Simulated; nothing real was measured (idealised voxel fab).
process module | voxel ribs on slabs
cross-section cut | 155 nm wide | cells 5 nm
A cross-section is a grid of square cells, given in bands from the top down. A band is one or more rows of cells.
Each band's line starts with the height of the band's top and of its bottom, in nm. Then come its materials from left to right, each with its width in nm. One material with "throughout" fills the band from edge to edge. "air" is empty space.
Height 0 is the level under which the wafer as received is all one material. The lowest band goes on downwards, as in "0 down".
A width such as "30 to 40" changes by the same amount from each row of cells to the next, from the band's top row to its bottom row.
"no change" after a step means that no cell of the cross-section changed.
closed voids: empty space of 8 cells or more with no open way to the top, each as width x height at its distance from the left edge, in nm
after a step's settings: what the simulator itself notes on the step
overlay nm, on a step with a mask: how far to the right of its planned place the mask lay; to the left if negative
plan
1 op RECEIVE | material Si
2 op DIRECTIONAL_DEP | material SiO2 | thk nm 30
3 op DIRECTIONAL_DEP | material SiN | thk nm 25
4 op PATTERN | tone cover | mask id RIB | material resist | width nm 20 | thk nm 15 | overlay nm 0
5 op DIRECTIONAL_ETCH | etch materials SiN | depth nm 20
6 op STRIP | etch materials resist
7 op MASKED_ETCH | tone cover | mask id SLAB | width nm 50 | etch materials SiN | depth nm 5 | overlay nm 0
8 op FILL_DEP | material SiO2 | thk nm 20
9 op CMP | height nm 70
10 op DIRECTIONAL_DEP | material W | thk nm 10
11 op DIRECTIONAL_DEP | material aC | thk nm 15
12 op PATTERN | tone cover | mask id HEATER | material resist | width nm 20 | thk nm 30 | overlay nm 0
13 op DIRECTIONAL_ETCH | etch materials aC | depth nm 15
14 op STRIP | etch materials resist
15 op DIRECTIONAL_ETCH | etch materials W | depth nm 10
16 op STRIP | etch materials aC
17 op CONFORMAL_DEP | material SiN | thk nm 5
varied across the wafers: width nm of step 12. The plan shows the first wafer's value. All wafers start alike
first wafer as received, after step 1
  0 down: Si throughout
  closed voids: none
first wafer at the end, after step 17
  85 to 80: air 60 | SiN 30 | air 65
  80 to 75: air 60 | SiN 5 | W 20 | SiN 5 | air 65
  75 to 70: SiN 65 | W 20 | SiN 70
  70 to 55: SiO2 throughout
  55 to 35: SiO2 65 | SiN 20 | SiO2 70
  35 to 30: SiO2 50 | SiN 50 | SiO2 55
  30 to 0: SiO2 throughout
  0 down: Si throughout
  closed voids: none
last wafer at the end
  85 to 80: air 50 | SiN 55 | air 50
  80 to 75: air 50 | SiN 5 | W 45 | SiN 5 | air 50
  75 to 70: SiN 55 | W 45 | SiN 55
  70 to 55: SiO2 throughout
  55 to 35: SiO2 65 | SiN 20 | SiO2 70
  35 to 30: SiO2 50 | SiN 50 | SiO2 55
  30 to 0: SiO2 throughout
  0 down: Si throughout
  closed voids: none
each wafer at the end: cells of each material gained (+) or lost (-) since it was received, then its closed voids
width nm 20 | +61 SiN | +408 SiO2 | +8 W | closed voids: none
width nm 25 | +61 SiN | +408 SiO2 | +10 W | closed voids: none
width nm 30 | +61 SiN | +408 SiO2 | +12 W | closed voids: none
width nm 35 | +61 SiN | +408 SiO2 | +14 W | closed voids: none
width nm 40 | +61 SiN | +408 SiO2 | +16 W | closed voids: none
width nm 45 | +61 SiN | +408 SiO2 | +18 W | closed voids: none
